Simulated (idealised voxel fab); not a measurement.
The document below concerns the process module designated voxel spacer lines.
We display cut, a cross-section 300 nm in width whose square cells are each 5 nm.
Just so we're on the same page, the cross-sections are grids of square cells, and they're listed out in bands top to bottom, each band one or more rows deep. Top, bottom (nm), then materials left to right with widths (nm); lone material tagged "full width" fills the whole band edge to edge; "blank" = empty space. Measure heights from 0. That's the level where, below it, the as-received wafer is all one material. The lowest band is bottomless and extends downward; write it as in "z 0 and below". Think of "30..40" as a width that walks from the first number to the second as you go down the band, top row to bottom row, taking equal-sized steps from row to row. "no change" -> step changed no cross-section cell. Listed closed voids: empty space of 8 cells or more with no open way to the top, each as width x height at its distance from the left edge, in nm. Heads up: the bit after the settings on a step's line is the simulator's remark on that step. overlay nm: right-of-plan distance of the mask on a masked step; negative values mean left-of-plan.

### Below is the list of planned process steps
| 1 | RECEIVE, material Si |
| 2 | CONFORMAL_DEP, material Al2O3, thk nm 5 |
| 3 | DIRECTIONAL_DEP, material TiN, thk nm 15 |
| 4 | DIRECTIONAL_DEP, material aC, thk nm 25 |
| 5 | PATTERN, tone cover, mask id MANDREL, material resist, width nm 15, pitch nm 60, thk nm 30, overlay nm 0 |
| 6 | DIRECTIONAL_ETCH, etch materials aC, depth nm 25 |
| 7 | STRIP, etch materials resist |
| 8 | CONFORMAL_DEP, material SiO2, thk nm 15 |
| 9 | DIRECTIONAL_ETCH, etch materials SiO2, depth nm 15 |
| 10 | STRIP, etch materials aC |
| 11 | DIRECTIONAL_ETCH, etch materials TiN, depth nm 15 |
| 12 | STRIP, etch materials SiO2 |

### As-received wafer cross-section (after step 1)
	z 0 and below  Si full width
	Listed closed voids: none

### Sectioned view, first of two wafers, at the close of the module, processed as intended in the plan
	z 20 to 5  95 of blank, 15 of TiN, 15 of blank, 15 of TiN, 15 of blank, 15 of TiN, 15 of blank, 15 of TiN, 100 of blank
	z 5 to 0  Al2O3 full width
	z 0 and below  Si full width
	Listed closed voids: none

### Second of two wafers, module complete, sectioned: it shares the first wafer's start and plan but was run with one mistake
	z 20 to 5  100 of blank, 15 of TiN, 15 of blank, 15 of TiN, 15 of blank, 15 of TiN, 15 of blank, 15 of TiN, 95 of blank
	z 5 to 0  Al2O3 full width
	z 0 and below  Si full width
	Listed closed voids: none
Deviation noted in wafer processing: step 5 ran differently from the plan; actual operation with settings: PATTERN, tone cover, mask id MANDREL, material resist, width nm 15, pitch nm 60, thk nm 30, overlay nm 5
Final state: per-material cell counts identical on both wafers; locations differ.
